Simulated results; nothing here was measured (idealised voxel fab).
process module | voxel self aligned vias
cross-section cut | 225 nm wide | cells 5 nm
A cross-section is a grid of square cells, given in bands from the top down. A band is one or more rows of cells.
Each band's line starts with the height of the band's top and of its bottom, in nm. Then come its materials from left to right, each with its width in nm. One material with "throughout" fills the band from edge to edge. "air" is empty space.
Height 0 is the level under which the wafer as received is all one material. The lowest band goes on downwards, as in "0 down".
A width such as "30 to 40" changes by the same amount from each row of cells to the next, from the band's top row to its bottom row.
"no change" after a step means that no cell of the cross-section changed.
closed voids: empty space of 8 cells or more with no open way to the top, each as width x height at its distance from the left edge, in nm
after a step's settings: what the simulator itself notes on the step
overlay nm, on a step with a mask: how far to the right of its planned place the mask lay; to the left if negative
plan
1 op RECEIVE | material Si
2 op CONFORMAL_DEP | material SiO2 | thk nm 15
3 op CONFORMAL_DEP | material SiCN | thk nm 5
4 op DIRECTIONAL_DEP | material lowk | thk nm 30
5 op PATTERN | tone open | mask id LINES | material resist | width nm 25 | pitch nm 65 | thk nm 20 | overlay nm 0
6 op DIRECTIONAL_ETCH | etch materials lowk | depth nm 30
7 op STRIP | etch materials resist
8 op CONFORMAL_DEP | material TiN | thk nm 5
9 op FILL_DEP | material Ru | thk nm 10
10 op CMP | height nm 50
11 op SELECTIVE_ETCH | etch materials W Ru TiN | depth nm 10
12 op FILL_DEP | material SiN | thk nm 10
13 op CMP | height nm 50
14 op DIRECTIONAL_DEP | material lowk | thk nm 15
15 op MASKED_ETCH | tone open | mask id VIAS | width nm 35 | pitch nm 65 | etch materials lowk | depth nm 15 | overlay nm 0
16 op MASKED_ETCH | tone open | mask id VIAS | width nm 35 | pitch nm 65 | etch materials SiN | depth nm 10 | overlay nm 0
17 op CONFORMAL_DEP | material TiN | thk nm 5
18 op FILL_DEP | material Ru | thk nm 10
19 op CMP | height nm 65
20 op CONFORMAL_DEP | material SiCN | thk nm 5
first wafer, as planned
as received, after step 1
  0 down: Si throughout
  closed voids: none
after step 2
  15 to 0: SiO2 throughout
  below 0: unchanged
after step 3
  20 to 15: SiCN throughout
  below 15: unchanged
after step 4
  50 to 20: lowk throughout
  below 20: unchanged
after step 5
  70 to 50: resist 65 | air 25 | resist 40 | air 25 | resist 70
  below 50: unchanged
after step 6
  70 to 50: resist 65 | air 25 | resist 40 | air 25 | resist 70
  50 to 20: lowk 65 | air 25 | lowk 40 | air 25 | lowk 70
  below 20: unchanged
after step 7
  50 to 20: lowk 65 | air 25 | lowk 40 | air 25 | lowk 70
  below 20: unchanged
after step 8
  55 to 50: TiN 70 | air 15 | TiN 50 | air 15 | TiN 75
  50 to 25: lowk 65 | TiN 5 | air 15 | TiN 5 | lowk 40 | TiN 5 | air 15 | TiN 5 | lowk 70
  25 to 20: lowk 65 | TiN 25 | lowk 40 | TiN 25 | lowk 70
  below 20: unchanged
after step 9
  65 to 55: Ru throughout
  55 to 50: TiN 70 | Ru 15 | TiN 50 | Ru 15 | TiN 75
  50 to 25: lowk 65 | TiN 5 | Ru 15 | TiN 5 | lowk 40 | TiN 5 | Ru 15 | TiN 5 | lowk 70
  below 25: unchanged
after step 10
  50 to 25: lowk 65 | TiN 5 | Ru 15 | TiN 5 | lowk 40 | TiN 5 | Ru 15 | TiN 5 | lowk 70
  below 25: unchanged
after step 11
  50 to 40: lowk 65 | air 25 | lowk 40 | air 25 | lowk 70
  below 40: unchanged
after step 12
  60 to 50: SiN throughout
  50 to 40: lowk 65 | SiN 25 | lowk 40 | SiN 25 | lowk 70
  below 40: unchanged
after step 13
  50 to 40: lowk 65 | SiN 25 | lowk 40 | SiN 25 | lowk 70
  below 40: unchanged
after step 14
  65 to 50: lowk throughout
  below 50: unchanged
after step 15
  65 to 50: lowk 60 | air 35 | lowk 30 | air 35 | lowk 65
  below 50: unchanged
after step 16
  65 to 50: lowk 60 | air 35 | lowk 30 | air 35 | lowk 65
  50 to 40: lowk 65 | air 25 | lowk 40 | air 25 | lowk 70
  below 40: unchanged
after step 17
  70 to 65: TiN 65 | air 25 | TiN 40 | air 25 | TiN 70
  65 to 55: lowk 60 | TiN 5 | air 25 | TiN 5 | lowk 30 | TiN 5 | air 25 | TiN 5 | lowk 65
  55 to 45: lowk 60 to 65 | TiN 10 to 5 | air 15 | TiN 10 to 5 | lowk 30 to 40 | TiN 10 to 5 | air 15 | TiN 10 to 5 | lowk 65 to 70
  45 to 40: lowk 65 | TiN 25 | lowk 40 | TiN 25 | lowk 70
  below 40: unchanged
after step 18
  80 to 70: Ru throughout
  70 to 65: TiN 65 | Ru 25 | TiN 40 | Ru 25 | TiN 70
  65 to 55: lowk 60 | TiN 5 | Ru 25 | TiN 5 | lowk 30 | TiN 5 | Ru 25 | TiN 5 | lowk 65
  55 to 45: lowk 60 to 65 | TiN 10 to 5 | Ru 15 | TiN 10 to 5 | lowk 30 to 40 | TiN 10 to 5 | Ru 15 | TiN 10 to 5 | lowk 65 to 70
  below 45: unchanged
after step 19
  65 to 55: lowk 60 | TiN 5 | Ru 25 | TiN 5 | lowk 30 | TiN 5 | Ru 25 | TiN 5 | lowk 65
  below 55: unchanged
after step 20
  70 to 65: SiCN throughout
  below 65: unchanged
second wafer: like start, like plan, one mistake. Through step 4 it matches the first wafer
when step 5 should have ended
  70 to 50: resist 70 | air 20 | resist 45 | air 20 | resist 70
  below 50: unchanged
when step 6 should have ended
  70 to 50: resist 70 | air 20 | resist 45 | air 20 | resist 70
  50 to 20: lowk 70 | air 20 | lowk 45 | air 20 | lowk 70
  below 20: unchanged
when step 7 should have ended
  50 to 20: lowk 70 | air 20 | lowk 45 | air 20 | lowk 70
  below 20: unchanged
when step 8 should have ended
  55 to 50: TiN 75 | air 10 | TiN 55 | air 10 | TiN 75
  50 to 25: lowk 70 | TiN 5 | air 10 | TiN 5 | lowk 45 | TiN 5 | air 10 | TiN 5 | lowk 70
  25 to 20: lowk 70 | TiN 20 | lowk 45 | TiN 20 | lowk 70
  below 20: unchanged
when step 9 should have ended
  65 to 55: Ru throughout
  55 to 50: TiN 75 | Ru 10 | TiN 55 | Ru 10 | TiN 75
  50 to 25: lowk 70 | TiN 5 | Ru 10 | TiN 5 | lowk 45 | TiN 5 | Ru 10 | TiN 5 | lowk 70
  below 25: unchanged
when step 10 should have ended
  50 to 25: lowk 70 | TiN 5 | Ru 10 | TiN 5 | lowk 45 | TiN 5 | Ru 10 | TiN 5 | lowk 70
  below 25: unchanged
when step 11 should have ended
  50 to 40: lowk 70 | air 20 | lowk 45 | air 20 | lowk 70
  below 40: unchanged
when step 12 should have ended
  60 to 50: SiN throughout
  50 to 40: lowk 70 | SiN 20 | lowk 45 | SiN 20 | lowk 70
  below 40: unchanged
when step 13 should have ended
  50 to 40: lowk 70 | SiN 20 | lowk 45 | SiN 20 | lowk 70
  below 40: unchanged
when step 14 should have ended
  65 to 50: lowk throughout
  below 50: unchanged
when step 15 should have ended
  65 to 50: lowk 60 | air 35 | lowk 30 | air 35 | lowk 65
  below 50: unchanged
when step 16 should have ended
  65 to 50: lowk 60 | air 35 | lowk 30 | air 35 | lowk 65
  50 to 40: lowk 70 | air 20 | lowk 45 | air 20 | lowk 70
  below 40: unchanged
when step 17 should have ended
  70 to 65: TiN 65 | air 25 | TiN 40 | air 25 | TiN 70
  65 to 55: lowk 60 | TiN 5 | air 25 | TiN 5 | lowk 30 | TiN 5 | air 25 | TiN 5 | lowk 65
  55 to 45: lowk 60 to 70 | TiN 15 to 5 | air 10 | TiN 10 to 5 | lowk 30 to 45 | TiN 15 to 5 | air 10 | TiN 10 to 5 | lowk 65 to 70
  45 to 40: lowk 70 | TiN 20 | lowk 45 | TiN 20 | lowk 70
  below 40: unchanged
when step 18 should have ended
  80 to 70: Ru throughout
  70 to 65: TiN 65 | Ru 25 | TiN 40 | Ru 25 | TiN 70
  65 to 55: lowk 60 | TiN 5 | Ru 25 | TiN 5 | lowk 30 | TiN 5 | Ru 25 | TiN 5 | lowk 65
  55 to 45: lowk 60 to 70 | TiN 15 to 5 | Ru 10 | TiN 10 to 5 | lowk 30 to 45 | TiN 15 to 5 | Ru 10 | TiN 10 to 5 | lowk 65 to 70
  below 45: unchanged
when step 19 should have ended
  65 to 55: lowk 60 | TiN 5 | Ru 25 | TiN 5 | lowk 30 | TiN 5 | Ru 25 | TiN 5 | lowk 65
  below 55: unchanged
when step 20 should have ended
  70 to 65: SiCN throughout
  below 65: unchanged
what went wrong: step 5 ran as: op PATTERN | tone open | mask id LINES | material resist | width nm 20 | pitch nm 65 | thk nm 20 | overlay nm 0
at the end the second wafer has, in cells: 10 fewer of Ru | 2 fewer of TiN | 12 more of lowk
